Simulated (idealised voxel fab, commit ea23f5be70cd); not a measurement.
Title: Process Module voxel wiring stack
This is section cut - it's 245 nm across, gridded in 5 nm square cells.
Cross-section, as written here: a square-cell grid given band by band from the top down, where a band holds one or more rows of cells.
Band: top height; bottom height; in nm. Then, left to right: material with width in nm, for each material. "all across": a single material spanning edge to edge. "empty": empty space.
A quick word on heights: they are counted from 0, and under that level the wafer as it came to us is one material throughout. The lowest band is different from the rest in having no bottom; it simply continues downward, written as in "0 and below".
With a width like "30->40", each row of cells in the band differs from the next by the same amount, the top row carrying the first number and the bottom row the second.
When a step is marked "nothing changed", none of the cells in the cross-section changed during that step.
In "Enclosed empty spaces" the enclosed voids are listed, meaning empty spaces of 8 cells or larger without any opening to the top. The form is width x height at distance, distance from the left edge, units nm.
Heads up: the bit after the settings on a step's line is the simulator's remark on that step.
What "overlay nm" on a step's line means: if the step has a mask, that mask lay this far to the right of its planned place, or, when the value is negative, to the left.
Heads up before you read on: it's before/after pairs around one process step each, after side only down to the lowest band that changed, step plus settings under the pair. Pairs can be from different runs of this module, same starting wafer, so only chain a pair onto the one above if its "Pre-step cross-section" entry says so.

[Pre-step cross-section]
80 down to 70: Ru all across
70 down to 65: 85 of TiN, then 15 of Ru, then 145 of TiN
65 down to 60: 85 of lowk, then 15 of Ru, then 145 of lowk
60 down to 55: 85 of lowk, then 15 of TiN, then 145 of lowk
55 down to 50: 85 of lowk, then 15 of Ru, then 145 of lowk
50 down to 45: 85 of SiCN, then 15 of Ru, then 145 of SiCN
45 down to 20: 80 of SiO2, then 5 of SiN, then 25 of W, then 5 of SiN, then 15 of SiO2, then 5 of SiN, then 25 of W, then 5 of SiN, then 80 of SiO2
20 down to 15: 85 of SiN, then 25 of TiN, then 25 of SiN, then 25 of TiN, then 85 of SiN
15 down to 0: SiO2 all across
0 and below: Si all across
Enclosed empty spaces: none

[Cross-Section Thereafter]
100 down to 80: W all across
Lower than 80, everything is as it was.
Enclosed empty spaces: none
Step sandwiched between the two cross-sections above: DIRECTIONAL_DEP,material W,thk nm 20

Pre-step cross-section: no separate figure, the pair right above already shows it after its step.

[Cross-Section Thereafter]
115 down to 100: 85 of empty, then 25 of resist, then 25 of empty, then 25 of resist, then 85 of empty
Lower than 100, everything is as it was.
Enclosed empty spaces: none
Step sandwiched between the two cross-sections above: PATTERN,tone cover,mask id METAL_2,material resist,width nm 25,pitch nm 50,thk nm 15,overlay nm 0

Pre-step cross-section: no separate figure, the pair right above already shows it after its step.

[Cross-Section Thereafter]
115 down to 100: 85 of empty, then 25 of resist, then 25 of empty, then 25 of resist, then 85 of empty
100 down to 80: 85 of empty, then 25 of W, then 25 of empty, then 25 of W, then 85 of empty
Lower than 80, everything is as it was.
Enclosed empty spaces: none
Step sandwiched between the two cross-sections above: DIRECTIONAL_ETCH,etch materials W,depth nm 20

Pre-step cross-section: no separate figure, the pair right above already shows it after its step.

[Cross-Section Thereafter]
100 down to 80: 85 of empty, then 25 of W, then 25 of empty, then 25 of W, then 85 of empty
Lower than 80, everything is as it was.
Enclosed empty spaces: none
Step sandwiched between the two cross-sections above: STRIP,etch materials resist

Pre-step cross-section: no separate figure, the pair right above already shows it after its step.

[Cross-Section Thereafter]
105 down to 100: 80 of empty, then 35 of SiCN, then 15 of empty, then 35 of SiCN, then 80 of empty
100 down to 85: 80 of empty, then 5 of SiCN, then 25 of W, then 5 of SiCN, then 15 of empty, then 5 of SiCN, then 25 of W, then 5 of SiCN, then 80 of empty
85 down to 80: 85 of SiCN, then 25 of W, then 25 of SiCN, then 25 of W, then 85 of SiCN
Lower than 80, everything is as it was.
Enclosed empty spaces: none
Step sandwiched between the two cross-sections above: CONFORMAL_DEP,material SiCN,thk nm 5

Pre-step cross-section: no separate figure, the pair right above already shows it after its step.

[Cross-Section Thereafter]
110 down to 105: SiO2 all across
105 down to 100: 80 of SiO2, then 35 of SiCN, then 15 of SiO2, then 35 of SiCN, then 80 of SiO2
100 down to 85: 80 of SiO2, then 5 of SiCN, then 25 of W, then 5 of SiCN, then 15 of SiO2, then 5 of SiCN, then 25 of W, then 5 of SiCN, then 80 of SiO2
Lower than 85, everything is as it was.
Enclosed empty spaces: none
Step sandwiched between the two cross-sections above: FILL_DEP,material SiO2,thk nm 5

Pre-step cross-section: no separate figure, the pair right above already shows it after its step.

[Cross-Section Thereafter]
90 down to 85: 80 of SiO2, then 5 of SiCN, then 25 of W, then 5 of SiCN, then 15 of SiO2, then 5 of SiCN, then 25 of W, then 5 of SiCN, then 80 of SiO2
Lower than 85, everything is as it was.
Enclosed empty spaces: none
Step sandwiched between the two cross-sections above: CMP,height nm 90

Pre-step cross-section: no separate figure, the pair right above already shows it after its step.

[Cross-Section Thereafter]
95 down to 90: SiCN all across
Lower than 90, everything is as it was.
Enclosed empty spaces: none
Step sandwiched between the two cross-sections above: CONFORMAL_DEP,material SiCN,thk nm 5

Pre-step cross-section: no separate figure, the pair right above already shows it after its step.

[Cross-Section Thereafter]
125 down to 95: lowk all across
Lower than 95, everything is as it was.
Enclosed empty spaces: none
Step sandwiched between the two cross-sections above: DIRECTIONAL_DEP,material lowk,thk nm 30

Pre-step cross-section: no separate figure, the pair right above already shows it after its step.

[Cross-Section Thereafter]
125 down to 110: 85 of lowk, then 25 of empty, then 25 of lowk, then 25 of empty, then 85 of lowk
Lower than 110, everything is as it was.
Enclosed empty spaces: none
Step sandwiched between the two cross-sections above: MASKED_ETCH,tone open,mask id METAL_3,width nm 25,pitch nm 50,etch materials lowk,depth nm 15,overlay nm 0

Pre-step cross-section: no separate figure, the pair right above already shows it after its step.

[Cross-Section Thereafter]
140 down to 125: 85 of resist, then 15 of empty, then 145 of resist
125 down to 110: 85 of lowk, then 15 of empty, then 10 of resist, then 25 of lowk, then 25 of resist, then 85 of lowk
Lower than 110, everything is as it was.
Enclosed empty spaces: none
Step sandwiched between the two cross-sections above: PATTERN,tone open,mask id METAL_3_HOLES,material resist,width nm 15,thk nm 15,overlay nm 0

Pre-step cross-section: no separate figure, the pair right above already shows it after its step.

[Cross-Section Thereafter]
140 down to 125: 85 of resist, then 15 of empty, then 145 of resist
125 down to 110: 85 of lowk, then 15 of empty, then 10 of resist, then 25 of lowk, then 25 of resist, then 85 of lowk
110 down to 95: 85 of lowk, then 15 of empty, then 145 of lowk
Lower than 95, everything is as it was.
Enclosed empty spaces: none
Step sandwiched between the two cross-sections above: DIRECTIONAL_ETCH,etch materials lowk,depth nm 15

Pre-step cross-section: no separate figure, the pair right above already shows it after its step.

[Cross-Section Thereafter]
140 down to 125: 85 of resist, then 15 of empty, then 145 of resist
125 down to 110: 85 of lowk, then 15 of empty, then 10 of resist, then 25 of lowk, then 25 of resist, then 85 of lowk
110 down to 95: 85 of lowk, then 15 of empty, then 145 of lowk
95 down to 90: 85 of SiCN, then 15 of empty, then 145 of SiCN
Lower than 90, everything is as it was.
Enclosed empty spaces: none
Step sandwiched between the two cross-sections above: DIRECTIONAL_ETCH,etch materials SiCN,depth nm 5

Pre-step cross-section: no separate figure, the pair right above already shows it after its step.

[Cross-Section Thereafter]
125 down to 110: 85 of lowk, then 25 of empty, then 25 of lowk, then 25 of empty, then 85 of lowk
Lower than 110, everything is as it was.
Enclosed empty spaces: none
Step sandwiched between the two cross-sections above: STRIP,etch materials resist

Pre-step cross-section: no separate figure, the pair right above already shows it after its step.

[Cross-Section Thereafter]
130 down to 125: 90 of TiN, then 15 of empty, then 35 of TiN, then 15 of empty, then 90 of TiN
125 down to 115: 85 of lowk, then 5 of TiN, then 15 of empty, then 5 of TiN, then 25 of lowk, then 5 of TiN, then 15 of empty, then 5 of TiN, then 85 of lowk
115 down to 110: 85 of lowk, then 5 of TiN, then 5 of empty, then 15 of TiN, then 25 of lowk, then 25 of TiN, then 85 of lowk
110 down to 95: 85 of lowk, then 5 of TiN, then 5 of empty, then 5 of TiN, then 145 of lowk
95 down to 90: 85 of SiCN, then 15 of TiN, then 145 of SiCN
Lower than 90, everything is as it was.
Enclosed empty spaces: none
Step sandwiched between the two cross-sections above: CONFORMAL_DEP,material TiN,thk nm 5

Pre-step cross-section: no separate figure, the pair right above already shows it after its step.

[Cross-Section Thereafter]
140 down to 130: Cu all across
130 down to 125: 90 of TiN, then 15 of Cu, then 35 of TiN, then 15 of Cu, then 90 of TiN
125 down to 115: 85 of lowk, then 5 of TiN, then 15 of Cu, then 5 of TiN, then 25 of lowk, then 5 of TiN, then 15 of Cu, then 5 of TiN, then 85 of lowk
115 down to 110: 85 of lowk, then 5 of TiN, then 5 of Cu, then 15 of TiN, then 25 of lowk, then 25 of TiN, then 85 of lowk
110 down to 95: 85 of lowk, then 5 of TiN, then 5 of Cu, then 5 of TiN, then 145 of lowk
Lower than 95, everything is as it was.
Enclosed empty spaces: none
Step sandwiched between the two cross-sections above: FILL_DEP,material Cu,thk nm 10

Pre-step cross-section: no separate figure, the pair right above already shows it after its step.

[Cross-Section Thereafter]
125 down to 115: 85 of lowk, then 5 of TiN, then 15 of Cu, then 5 of TiN, then 25 of lowk, then 5 of TiN, then 15 of Cu, then 5 of TiN, then 85 of lowk
Lower than 115, everything is as it was.
Enclosed empty spaces: none
Step sandwiched between the two cross-sections above: CMP,height nm 125

Pre-step cross-section: no separate figure, the pair right above already shows it after its step.

[Cross-Section Thereafter]
130 down to 125: SiCN all across
Lower than 125, everything is as it was.
Enclosed empty spaces: none
Step sandwiched between the two cross-sections above: CONFORMAL_DEP,material SiCN,thk nm 5

[Pre-step cross-section]
55 down to 50: SiO2 all across
50 down to 45: 80 of SiO2, then 35 of SiN, then 15 of SiO2, then 35 of SiN, then 80 of SiO2
45 down to 20: 80 of SiO2, then 5 of SiN, then 25 of W, then 5 of SiN, then 15 of SiO2, then 5 of SiN, then 25 of W, then 5 of SiN, then 80 of SiO2
20 down to 15: 85 of SiN, then 25 of TiN, then 25 of SiN, then 25 of TiN, then 85 of SiN
15 down to 0: SiO2 all across
0 and below: Si all across
Enclosed empty spaces: none

[Cross-Section Thereafter]
35 down to 20: 80 of SiO2, then 5 of SiN, then 25 of W, then 5 of SiN, then 15 of SiO2, then 5 of SiN, then 25 of W, then 5 of SiN, then 80 of SiO2
Lower than 20, everything is as it was.
Enclosed empty spaces: none
Step sandwiched between the two cross-sections above: CMP,height nm 35

Pre-step cross-section: no separate figure, the pair right above already shows it after its step.

[Cross-Section Thereafter]
40 down to 35: SiCN all across
Lower than 35, everything is as it was.
Enclosed empty spaces: none
Step sandwiched between the two cross-sections above: CONFORMAL_DEP,material SiCN,thk nm 5

Pre-step cross-section: no separate figure, the pair right above already shows it after its step.

[Cross-Section Thereafter]
55 down to 40: lowk all across
Lower than 40, everything is as it was.
Enclosed empty spaces: none
Step sandwiched between the two cross-sections above: DIRECTIONAL_DEP,material lowk,thk nm 15

Pre-step cross-section: no separate figure, the pair right above already shows it after its step.

[Cross-Section Thereafter]
70 down to 55: aC all across
Lower than 55, everything is as it was.
Enclosed empty spaces: none
Step sandwiched between the two cross-sections above: DIRECTIONAL_DEP,material aC,thk nm 15

Pre-step cross-section: no separate figure, the pair right above already shows it after its step.

[Cross-Section Thereafter]
105 down to 70: 85 of resist, then 15 of empty, then 145 of resist
Lower than 70, everything is as it was.
Enclosed empty spaces: none
Step sandwiched between the two cross-sections above: PATTERN,tone open,mask id PLUG_1,material resist,width nm 15,thk nm 35,overlay nm 0

Pre-step cross-section: no separate figure, the pair right above already shows it after its step.

[Cross-Section Thereafter]
90 down to 70: 85 of resist, then 15 of empty, then 145 of resist
70 down to 55: 85 of aC, then 15 of empty, then 145 of aC
Lower than 55, everything is as it was.
Enclosed empty spaces: none
Step sandwiched between the two cross-sections above: DIRECTIONAL_ETCH,etch materials aC,depth nm 15

Pre-step cross-section: no separate figure, the pair right above already shows it after its step.

[Cross-Section Thereafter]
70 down to 55: 85 of aC, then 15 of empty, then 145 of aC
Lower than 55, everything is as it was.
Enclosed empty spaces: none
Step sandwiched between the two cross-sections above: STRIP,etch materials resist

Pre-step cross-section: no separate figure, the pair right above already shows it after its step.

[Cross-Section Thereafter]
70 down to 55: 85 of aC, then 15 of empty, then 145 of aC
55 down to 40: 85 of lowk, then 15 of empty, then 145 of lowk
Lower than 40, everything is as it was.
Enclosed empty spaces: none
Step sandwiched between the two cross-sections above: DIRECTIONAL_ETCH,etch materials lowk,depth nm 15

Pre-step cross-section: no separate figure, the pair right above already shows it after its step.

[Cross-Section Thereafter]
70 down to 55: 85 of aC, then 15 of empty, then 145 of aC
55 down to 40: 85 of lowk, then 15 of empty, then 145 of lowk
40 down to 35: 85 of SiCN, then 15 of empty, then 145 of SiCN
Lower than 35, everything is as it was.
Enclosed empty spaces: none
Step sandwiched between the two cross-sections above: DIRECTIONAL_ETCH,etch materials SiCN,depth nm 5

Pre-step cross-section: no separate figure, the pair right above already shows it after its step.

[Cross-Section Thereafter]
55 down to 40: 85 of lowk, then 15 of empty, then 145 of lowk
Lower than 40, everything is as it was.
Enclosed empty spaces: none
Step sandwiched between the two cross-sections above: STRIP,etch materials aC

Pre-step cross-section: no separate figure, the pair right above already shows it after its step.

[Cross-Section Thereafter]
55 down to 45: 85 of lowk, then 15 of empty, then 145 of lowk
45 down to 40: 85 of lowk, then 15 of Ru, then 145 of lowk
40 down to 35: 85 of SiCN, then 15 of Ru, then 145 of SiCN
Lower than 35, everything is as it was.
Enclosed empty spaces: none
Step sandwiched between the two cross-sections above: EPI,material Ru,thk nm 10

Pre-step cross-section: no separate figure, the pair right above already shows it after its step.

[Cross-Section Thereafter]
55 down to 40: 85 of lowk, then 15 of Ru, then 145 of lowk
Lower than 40, everything is as it was.
Enclosed empty spaces: none
Step sandwiched between the two cross-sections above: EPI,material Ru,thk nm 10

Pre-step cross-section: no separate figure, the pair right above already shows it after its step.

[Cross-Section Thereafter]
60 down to 55: TiN all across
Lower than 55, everything is as it was.
Enclosed empty spaces: none
Step sandwiched between the two cross-sections above: DIRECTIONAL_DEP,material TiN,thk nm 5

Pre-step cross-section: no separate figure, the pair right above already shows it after its step.

[Cross-Section Thereafter]
80 down to 60: W all across
Lower than 60, everything is as it was.
Enclosed empty spaces: none
Step sandwiched between the two cross-sections above: DIRECTIONAL_DEP,material W,thk nm 20

Pre-step cross-section: no separate figure, the pair right above already shows it after its step.

[Cross-Section Thereafter]
95 down to 80: 85 of empty, then 25 of resist, then 25 of empty, then 25 of resist, then 85 of empty
Lower than 80, everything is as it was.
Enclosed empty spaces: none
Step sandwiched between the two cross-sections above: PATTERN,tone cover,mask id METAL_2,material resist,width nm 25,pitch nm 50,thk nm 15,overlay nm 0

Pre-step cross-section: no separate figure, the pair right above already shows it after its step.

[Cross-Section Thereafter]
95 down to 80: 85 of empty, then 25 of resist, then 25 of empty, then 25 of resist, then 85 of empty
80 down to 60: 85 of empty, then 25 of W, then 25 of empty, then 25 of W, then 85 of empty
Lower than 60, everything is as it was.
Enclosed empty spaces: none
Step sandwiched between the two cross-sections above: DIRECTIONAL_ETCH,etch materials W,depth nm 20

Pre-step cross-section: no separate figure, the pair right above already shows it after its step.

[Cross-Section Thereafter]
95 down to 80: 85 of empty, then 25 of resist, then 25 of empty, then 25 of resist, then 85 of empty
80 down to 60: 85 of empty, then 25 of W, then 25 of empty, then 25 of W, then 85 of empty
60 down to 55: 85 of empty, then 25 of TiN, then 25 of empty, then 25 of TiN, then 85 of empty
Lower than 55, everything is as it was.
Enclosed empty spaces: none
Step sandwiched between the two cross-sections above: DIRECTIONAL_ETCH,etch materials TiN,depth nm 5

Pre-step cross-section: no separate figure, the pair right above already shows it after its step.

[Cross-Section Thereafter]
80 down to 60: 85 of empty, then 25 of W, then 25 of empty, then 25 of W, then 85 of empty
Lower than 60, everything is as it was.
Enclosed empty spaces: none
Step sandwiched between the two cross-sections above: STRIP,etch materials resist

Pre-step cross-section: no separate figure, the pair right above already shows it after its step.

[Cross-Section Thereafter]
85 down to 80: 80 of empty, then 35 of SiCN, then 15 of empty, then 35 of SiCN, then 80 of empty
80 down to 60: 80 of empty, then 5 of SiCN, then 25 of W, then 5 of SiCN, then 15 of empty, then 5 of SiCN, then 25 of W, then 5 of SiCN, then 80 of empty
60 down to 55: 85 of SiCN, then 25 of TiN, then 25 of SiCN, then 25 of TiN, then 85 of SiCN
Lower than 55, everything is as it was.
Enclosed empty spaces: none
Step sandwiched between the two cross-sections above: CONFORMAL_DEP,material SiCN,thk nm 5

Pre-step cross-section: no separate figure, the pair right above already shows it after its step.

[Cross-Section Thereafter]
90 down to 85: SiO2 all across
85 down to 80: 80 of SiO2, then 35 of SiCN, then 15 of SiO2, then 35 of SiCN, then 80 of SiO2
80 down to 60: 80 of SiO2, then 5 of SiCN, then 25 of W, then 5 of SiCN, then 15 of SiO2, then 5 of SiCN, then 25 of W, then 5 of SiCN, then 80 of SiO2
Lower than 60, everything is as it was.
Enclosed empty spaces: none
Step sandwiched between the two cross-sections above: FILL_DEP,material SiO2,thk nm 5

Pre-step cross-section: no separate figure, the pair right above already shows it after its step.

[Cross-Section Thereafter]
95 down to 90: SiCN all across
Lower than 90, everything is as it was.
Enclosed empty spaces: none
Step sandwiched between the two cross-sections above: CONFORMAL_DEP,material SiCN,thk nm 5

Pre-step cross-section: no separate figure, the pair right above already shows it after its step.

[Cross-Section Thereafter]
125 down to 95: lowk all across
Lower than 95, everything is as it was.
Enclosed empty spaces: none
Step sandwiched between the two cross-sections above: DIRECTIONAL_DEP,material lowk,thk nm 30

Pre-step cross-section: no separate figure, the pair right above already shows it after its step.

[Cross-Section Thereafter]
125 down to 110: 85 of lowk, then 25 of empty, then 25 of lowk, then 25 of empty, then 85 of lowk
Lower than 110, everything is as it was.
Enclosed empty spaces: none
Step sandwiched between the two cross-sections above: MASKED_ETCH,tone open,mask id METAL_3,width nm 25,pitch nm 50,etch materials lowk,depth nm 15,overlay nm 0

Pre-step cross-section: no separate figure, the pair right above already shows it after its step.

[Cross-Section Thereafter]
140 down to 125: 85 of resist, then 15 of empty, then 145 of resist
125 down to 110: 85 of lowk, then 15 of empty, then 10 of resist, then 25 of lowk, then 25 of resist, then 85 of lowk
Lower than 110, everything is as it was.
Enclosed empty spaces: none
Step sandwiched between the two cross-sections above: PATTERN,tone open,mask id METAL_3_HOLES,material resist,width nm 15,thk nm 15,overlay nm 0

Pre-step cross-section: no separate figure, the pair right above already shows it after its step.

[Cross-Section Thereafter]
140 down to 125: 85 of resist, then 15 of empty, then 145 of resist
125 down to 110: 85 of lowk, then 15 of empty, then 10 of resist, then 25 of lowk, then 25 of resist, then 85 of lowk
110 down to 95: 85 of lowk, then 15 of empty, then 145 of lowk
Lower than 95, everything is as it was.
Enclosed empty spaces: none
Step sandwiched between the two cross-sections above: DIRECTIONAL_ETCH,etch materials lowk,depth nm 15

Pre-step cross-section: no separate figure, the pair right above already shows it after its step.

[Cross-Section Thereafter]
140 down to 125: 85 of resist, then 15 of empty, then 145 of resist
125 down to 110: 85 of lowk, then 15 of empty, then 10 of resist, then 25 of lowk, then 25 of resist, then 85 of lowk
110 down to 95: 85 of lowk, then 15 of empty, then 145 of lowk
95 down to 90: 85 of SiCN, then 15 of empty, then 145 of SiCN
Lower than 90, everything is as it was.
Enclosed empty spaces: none
Step sandwiched between the two cross-sections above: DIRECTIONAL_ETCH,etch materials SiCN,depth nm 5

Pre-step cross-section: no separate figure, the pair right above already shows it after its step.

[Cross-Section Thereafter]
125 down to 110: 85 of lowk, then 25 of empty, then 25 of lowk, then 25 of empty, then 85 of lowk
Lower than 110, everything is as it was.
Enclosed empty spaces: none
Step sandwiched between the two cross-sections above: STRIP,etch materials resist

Pre-step cross-section: no separate figure, the pair right above already shows it after its step.

[Cross-Section Thereafter]
130 down to 125: 90 of TiN, then 15 of empty, then 35 of TiN, then 15 of empty, then 90 of TiN
125 down to 115: 85 of lowk, then 5 of TiN, then 15 of empty, then 5 of TiN, then 25 of lowk, then 5 of TiN, then 15 of empty, then 5 of TiN, then 85 of lowk
115 down to 110: 85 of lowk, then 5 of TiN, then 5 of empty, then 15 of TiN, then 25 of lowk, then 25 of TiN, then 85 of lowk
110 down to 95: 85 of lowk, then 5 of TiN, then 5 of empty, then 5 of TiN, then 145 of lowk
95 down to 90: 85 of SiCN, then 15 of TiN, then 145 of SiCN
Lower than 90, everything is as it was.
Enclosed empty spaces: none
Step sandwiched between the two cross-sections above: CONFORMAL_DEP,material TiN,thk nm 5

Pre-step cross-section: no separate figure, the pair right above already shows it after its step.

[Cross-Section Thereafter]
140 down to 130: Cu all across
130 down to 125: 90 of TiN, then 15 of Cu, then 35 of TiN, then 15 of Cu, then 90 of TiN
125 down to 115: 85 of lowk, then 5 of TiN, then 15 of Cu, then 5 of TiN, then 25 of lowk, then 5 of TiN, then 15 of Cu, then 5 of TiN, then 85 of lowk
115 down to 110: 85 of lowk, then 5 of TiN, then 5 of Cu, then 15 of TiN, then 25 of lowk, then 25 of TiN, then 85 of lowk
110 down to 95: 85 of lowk, then 5 of TiN, then 5 of Cu, then 5 of TiN, then 145 of lowk
Lower than 95, everything is as it was.
Enclosed empty spaces: none
Step sandwiched between the two cross-sections above: FILL_DEP,material Cu,thk nm 10

Pre-step cross-section: no separate figure, the pair right above already shows it after its step.

[Cross-Section Thereafter]
125 down to 115: 85 of lowk, then 5 of TiN, then 15 of Cu, then 5 of TiN, then 25 of lowk, then 5 of TiN, then 15 of Cu, then 5 of TiN, then 85 of lowk
Lower than 115, everything is as it was.
Enclosed empty spaces: none
Step sandwiched between the two cross-sections above: CMP,height nm 125

Pre-step cross-section: no separate figure, the pair right above already shows it after its step.

[Cross-Section Thereafter]
130 down to 125: SiCN all across
Lower than 125, everything is as it was.
Enclosed empty spaces: none
Step sandwiched between the two cross-sections above: CONFORMAL_DEP,material SiCN,thk nm 5

[Pre-step cross-section]
125 down to 95: lowk all across
95 down to 90: SiCN all across
90 down to 70: 80 of SiO2, then 5 of SiCN, then 25 of W, then 5 of SiCN, then 15 of SiO2, then 5 of SiCN, then 25 of W, then 5 of SiCN, then 80 of SiO2
70 down to 65: 85 of SiCN, then 25 of TiN, then 25 of SiCN, then 25 of TiN, then 85 of SiCN
65 down to 50: 85 of lowk, then 15 of Ru, then 145 of lowk
50 down to 45: 85 of SiCN, then 15 of Ru, then 145 of SiCN
45 down to 20: 80 of SiO2, then 5 of SiN, then 25 of W, then 5 of SiN, then 15 of SiO2, then 5 of SiN, then 25 of W, then 5 of SiN, then 80 of SiO2
20 down to 15: 85 of SiN, then 25 of TiN, then 25 of SiN, then 25 of TiN, then 85 of SiN
15 down to 0: SiO2 all across
0 and below: Si all across
Enclosed empty spaces: none

[Cross-Section Thereafter]
125 down to 110: 90 of lowk, then 15 of empty, then 35 of lowk, then 15 of empty, then 90 of lowk
Lower than 110, everything is as it was.
Enclosed empty spaces: none
Step sandwiched between the two cross-sections above: MASKED_ETCH,tone open,mask id METAL_3,width nm 15,pitch nm 50,etch materials lowk,depth nm 15,overlay nm 0

Pre-step cross-section: no separate figure, the pair right above already shows it after its step.

[Cross-Section Thereafter]
140 down to 125: 85 of resist, then 15 of empty, then 145 of resist
125 down to 110: 90 of lowk, then 10 of empty, then 5 of resist, then 35 of lowk, then 15 of resist, then 90 of lowk
Lower than 110, everything is as it was.
Enclosed empty spaces: none
Step sandwiched between the two cross-sections above: PATTERN,tone open,mask id METAL_3_HOLES,material resist,width nm 15,thk nm 15,overlay nm 0

Pre-step cross-section: no separate figure, the pair right above already shows it after its step.

[Cross-Section Thereafter]
140 down to 125: 85 of resist, then 15 of empty, then 145 of resist
125 down to 110: 85 of lowk, then 15 of empty, then 5 of resist, then 35 of lowk, then 15 of resist, then 90 of lowk
110 down to 95: 90 of lowk, then 10 of empty, then 145 of lowk
Lower than 95, everything is as it was.
Enclosed empty spaces: none
Step sandwiched between the two cross-sections above: DIRECTIONAL_ETCH,etch materials lowk,depth nm 15

Pre-step cross-section: no separate figure, the pair right above already shows it after its step.

[Cross-Section Thereafter]
140 down to 125: 85 of resist, then 15 of empty, then 145 of resist
125 down to 110: 85 of lowk, then 15 of empty, then 5 of resist, then 35 of lowk, then 15 of resist, then 90 of lowk
110 down to 95: 90 of lowk, then 10 of empty, then 145 of lowk
95 down to 90: 90 of SiCN, then 10 of empty, then 145 of SiCN
Lower than 90, everything is as it was.
Enclosed empty spaces: none
Step sandwiched between the two cross-sections above: DIRECTIONAL_ETCH,etch materials SiCN,depth nm 5

Pre-step cross-section: no separate figure, the pair right above already shows it after its step.

[Cross-Section Thereafter]
125 down to 110: 85 of lowk, then 20 of empty, then 35 of lowk, then 15 of empty, then 90 of lowk
Lower than 110, everything is as it was.
Enclosed empty spaces: none
Step sandwiched between the two cross-sections above: STRIP,etch materials resist

Pre-step cross-section: no separate figure, the pair right above already shows it after its step.

[Cross-Section Thereafter]
130 down to 125: 90 of TiN, then 10 of empty, then 45 of TiN, then 5 of empty, then 95 of TiN
125 down to 115: 85 of lowk, then 5 of TiN, then 10 of empty, then 5 of TiN, then 35 of lowk, then 5 of TiN, then 5 of empty, then 5 of TiN, then 90 of lowk
115 down to 110: 85 of lowk, then 20 of TiN, then 35 of lowk, then 15 of TiN, then 90 of lowk
110 down to 95: 90 of lowk, then 10 of TiN, then 145 of lowk
95 down to 90: 90 of SiCN, then 10 of TiN, then 145 of SiCN
Lower than 90, everything is as it was.
Enclosed empty spaces: none
Step sandwiched between the two cross-sections above: CONFORMAL_DEP,material TiN,thk nm 5

Pre-step cross-section: no separate figure, the pair right above already shows it after its step.

[Cross-Section Thereafter]
140 down to 130: Cu all across
130 down to 125: 90 of TiN, then 10 of Cu, then 45 of TiN, then 5 of Cu, then 95 of TiN
125 down to 115: 85 of lowk, then 5 of TiN, then 10 of Cu, then 5 of TiN, then 35 of lowk, then 5 of TiN, then 5 of Cu, then 5 of TiN, then 90 of lowk
Lower than 115, everything is as it was.
Enclosed empty spaces: none
Step sandwiched between the two cross-sections above: FILL_DEP,material Cu,thk nm 10

Pre-step cross-section: no separate figure, the pair right above already shows it after its step.

[Cross-Section Thereafter]
125 down to 115: 85 of lowk, then 5 of TiN, then 10 of Cu, then 5 of TiN, then 35 of lowk, then 5 of TiN, then 5 of Cu, then 5 of TiN, then 90 of lowk
Lower than 115, everything is as it was.
Enclosed empty spaces: none
Step sandwiched between the two cross-sections above: CMP,height nm 125

Pre-step cross-section: no separate figure, the pair right above already shows it after its step.

[Cross-Section Thereafter]
130 down to 125: SiCN all across
Lower than 125, everything is as it was.
Enclosed empty spaces: none
Step sandwiched between the two cross-sections above: CONFORMAL_DEP,material SiCN,thk nm 5

[Pre-step cross-section]
45 down to 20: 85 of empty, then 25 of W, then 25 of empty, then 25 of W, then 85 of empty
20 down to 15: TiN all across
15 down to 0: SiO2 all across
0 and below: Si all across
Enclosed empty spaces: none

[Cross-Section Thereafter]
45 down to 20: 85 of empty, then 25 of W, then 25 of empty, then 25 of W, then 85 of empty
20 down to 15: 75 of empty, then 35 of TiN, then 15 of empty, then 35 of TiN, then 85 of empty
Lower than 15, everything is as it was.
Enclosed empty spaces: none
Step sandwiched between the two cross-sections above: MASKED_ETCH,tone cover,mask id METAL_1,width nm 25,pitch nm 50,etch materials TiN,depth nm 5,overlay nm -10

Pre-step cross-section: no separate figure, the pair right above already shows it after its step.

[Cross-Section Thereafter]
50 down to 45: 80 of empty, then 35 of SiN, then 15 of empty, then 35 of SiN, then 80 of empty
45 down to 25: 80 of empty, then 5 of SiN, then 25 of W, then 5 of SiN, then 15 of empty, then 5 of SiN, then 25 of W, then 5 of SiN, then 80 of empty
25 down to 20: 70 of empty, then 15 of SiN, then 25 of W, then 5 of SiN, then 5 of empty, then 15 of SiN, then 25 of W, then 5 of SiN, then 80 of empty
20 down to 15: 75 of SiN, then 35 of TiN, then 15 of SiN, then 35 of TiN, then 85 of SiN
Lower than 15, everything is as it was.
Enclosed empty spaces: none
Step sandwiched between the two cross-sections above: CONFORMAL_DEP,material SiN,thk nm 5

Pre-step cross-section: no separate figure, the pair right above already shows it after its step.

[Cross-Section Thereafter]
55 down to 50: SiO2 all across
50 down to 45: 80 of SiO2, then 35 of SiN, then 15 of SiO2, then 35 of SiN, then 80 of SiO2
45 down to 25: 80 of SiO2, then 5 of SiN, then 25 of W, then 5 of SiN, then 15 of SiO2, then 5 of SiN, then 25 of W, then 5 of SiN, then 80 of SiO2
25 down to 20: 70 of SiO2, then 15 of SiN, then 25 of W, then 5 of SiN, then 5 of SiO2, then 15 of SiN, then 25 of W, then 5 of SiN, then 80 of SiO2
Lower than 20, everything is as it was.
Enclosed empty spaces: none
Step sandwiched between the two cross-sections above: FILL_DEP,material SiO2,thk nm 5

Pre-step cross-section: no separate figure, the pair right above already shows it after its step.

[Cross-Section Thereafter]
45 down to 25: 80 of SiO2, then 5 of SiN, then 25 of W, then 5 of SiN, then 15 of SiO2, then 5 of SiN, then 25 of W, then 5 of SiN, then 80 of SiO2
Lower than 25, everything is as it was.
Enclosed empty spaces: none
Step sandwiched between the two cross-sections above: CMP,height nm 45

Pre-step cross-section: no separate figure, the pair right above already shows it after its step.

[Cross-Section Thereafter]
50 down to 45: SiCN all across
Lower than 45, everything is as it was.
Enclosed empty spaces: none
Step sandwiched between the two cross-sections above: CONFORMAL_DEP,material SiCN,thk nm 5

Pre-step cross-section: no separate figure, the pair right above already shows it after its step.

[Cross-Section Thereafter]
65 down to 50: lowk all across
Lower than 50, everything is as it was.
Enclosed empty spaces: none
Step sandwiched between the two cross-sections above: DIRECTIONAL_DEP,material lowk,thk nm 15

Pre-step cross-section: no separate figure, the pair right above already shows it after its step.

[Cross-Section Thereafter]
80 down to 65: aC all across
Lower than 65, everything is as it was.
Enclosed empty spaces: none
Step sandwiched between the two cross-sections above: DIRECTIONAL_DEP,material aC,thk nm 15

Pre-step cross-section: no separate figure, the pair right above already shows it after its step.

[Cross-Section Thereafter]
115 down to 80: 85 of resist, then 15 of empty, then 145 of resist
Lower than 80, everything is as it was.
Enclosed empty spaces: none
Step sandwiched between the two cross-sections above: PATTERN,tone open,mask id PLUG_1,material resist,width nm 15,thk nm 35,overlay nm 0
